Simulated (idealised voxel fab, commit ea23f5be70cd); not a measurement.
Process module name: voxel trench capacitor
In the cross-section labelled cut, the width is 225 nm and each square cell is 5 nm.
A cross-section is a grid of square cells, given in bands from the top down. A band is one or more rows of cells. Heads up on the band format: heights come first, top then bottom, in nm. After that it's the materials left to right, each with its width in nm. A single material flagged "throughout" fills the whole band edge to edge, and "blank" means there's empty space there. Height 0 is the level under which the wafer as received is all one material. The lowest band goes on downwards, as in "0..down". So if you see something like "30->40" for the width, read it as the top row of the band sitting at the first number and the bottom row at the second, with every row in between moving by the same amount as the last. Where the words "all unchanged" appear for a step, the cross-section shows no cell changed by that step; every cell remained as before. "Enclosed void listing" contains a list of empty spaces, each no smaller than 8 cells and without an open way to the top, written in the form width x height at distance with the distance from the left edge and all three in nm. On a step's line, text after the settings is the simulator commenting on that step. The line of a step may include "overlay nm". On a step with a mask, this value is how far to the right of its planned place the mask lay. A negative value means the mask lay to the left.

## Steps planned for the process
- 1: op RECEIVE | material Si
- 2: op CONFORMAL_DEP | material SiN | thk nm 10
- 3: op MASKED_ETCH | tone open | mask id TRENCH | width nm 20 | pitch nm 45 | etch materials SiN | depth nm 10 | overlay nm 0
- 4: op MASKED_ETCH | tone open | mask id TRENCH | width nm 20 | pitch nm 45 | etch materials Si | depth nm 25 | overlay nm 0
- 5: op CONFORMAL_DEP | material SiO2 | thk nm 5
- 6: op FILL_DEP | material polySi | thk nm 5
- 7: op CMP | height nm 10

## As-received wafer cross-section (after step 1)
    0..down | Si throughout
    Enclosed void listing: none

## First of two wafers: cross-section at end of module, run per plan
    10..0 | SiN 55 nm | SiO2 5 nm | polySi 10 nm | SiO2 5 nm | SiN 25 nm | SiO2 5 nm | polySi 10 nm | SiO2 5 nm | SiN 25 nm | SiO2 5 nm | polySi 10 nm | SiO2 5 nm | SiN 60 nm
    0..-20 | Si 55 nm | SiO2 5 nm | polySi 10 nm | SiO2 5 nm | Si 25 nm | SiO2 5 nm | polySi 10 nm | SiO2 5 nm | Si 25 nm | SiO2 5 nm | polySi 10 nm | SiO2 5 nm | Si 60 nm
    -20..-25 | Si 55 nm | SiO2 20 nm | Si 25 nm | SiO2 20 nm | Si 25 nm | SiO2 20 nm | Si 60 nm
    -25..down | Si throughout
    Enclosed void listing: none

## Second wafer of the two, sectioned at the end of the module. It began like the first and followed the same plan, but one mistake was made while running it
    10..0 | SiN 55 nm | SiO2 5 nm | SiN 10 nm | SiO2 5 nm | SiN 25 nm | SiO2 5 nm | SiN 10 nm | SiO2 5 nm | SiN 25 nm | SiO2 5 nm | SiN 10 nm | SiO2 5 nm | SiN 60 nm
    0..-20 | Si 55 nm | SiO2 5 nm | SiN 10 nm | SiO2 5 nm | Si 25 nm | SiO2 5 nm | SiN 10 nm | SiO2 5 nm | Si 25 nm | SiO2 5 nm | SiN 10 nm | SiO2 5 nm | Si 60 nm
    -20..-25 | Si 55 nm | SiO2 20 nm | Si 25 nm | SiO2 20 nm | Si 25 nm | SiO2 20 nm | Si 60 nm
    -25..down | Si throughout
    Enclosed void listing: none
What was done differently from what was planned? step 6 was run on a setting that differed from the plan, and what really ran there is op FILL_DEP | material SiN | thk nm 5
Bottom line after processing is that, in cells, the second wafer is up or down on some materials versus the first: 36 more of SiN, 36 fewer of polySi
